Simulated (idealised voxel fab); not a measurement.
process module | voxel ribs on slabs
cross-section cut | 175 nm wide | cells 5 nm
A cross-section is a grid of square cells, given in bands from the top down. A band is one or more rows of cells.
Each band's line starts with the height of the band's top and of its bottom, in nm. Then come its materials from left to right, each with its width in nm. One material with "throughout" fills the band from edge to edge. "air" is empty space.
Height 0 is the level under which the wafer as received is all one material. The lowest band goes on downwards, as in "0 down".
A width such as "30 to 40" changes by the same amount from each row of cells to the next, from the band's top row to its bottom row.
"no change" after a step means that no cell of the cross-section changed.
closed voids: empty space of 8 cells or more with no open way to the top, each as width x height at its distance from the left edge, in nm
after a step's settings: what the simulator itself notes on the step
overlay nm, on a step with a mask: how far to the right of its planned place the mask lay; to the left if negative
plan
1 op RECEIVE | material Si
2 op DIRECTIONAL_DEP | material SiO2 | thk nm 30
3 op DIRECTIONAL_DEP | material polySi | thk nm 25
4 op MASKED_ETCH | tone cover | mask id RIB | width nm 25 | etch materials polySi | depth nm 15 | overlay nm 0
5 op MASKED_ETCH | tone cover | mask id SLAB | width nm 65 | etch materials polySi | depth nm 10 | overlay nm 0
6 op FILL_DEP | material SiO2 | thk nm 25
7 op CMP | height nm 70
8 op DIRECTIONAL_DEP | material W | thk nm 5
9 op MASKED_ETCH | tone cover | mask id HEATER | width nm 35 | etch materials W | depth nm 5 | overlay nm 0
10 op CONFORMAL_DEP | material SiN | thk nm 5
as received, after step 1
  0 down: Si throughout
  closed voids: none
first wafer at the end, as planned
  80 to 75: air 65 | SiN 45 | air 65
  75 to 70: SiN 70 | W 35 | SiN 70
  70 to 55: SiO2 throughout
  55 to 40: SiO2 75 | polySi 25 | SiO2 75
  40 to 30: SiO2 55 | polySi 65 | SiO2 55
  30 to 0: SiO2 throughout
  0 down: Si throughout
  closed voids: none
second wafer at the end: like start, like plan, one mistake
  80 to 75: air 65 | SiN 45 | air 65
  75 to 70: SiN 70 | W 35 | SiN 70
  70 to 30: polySi throughout
  30 to 0: SiO2 throughout
  0 down: Si throughout
  closed voids: none
what went wrong: step 6 ran as: op FILL_DEP | material polySi | thk nm 25
at the end the second wafer has, in cells: 239 fewer of SiO2 | 239 more of polySi
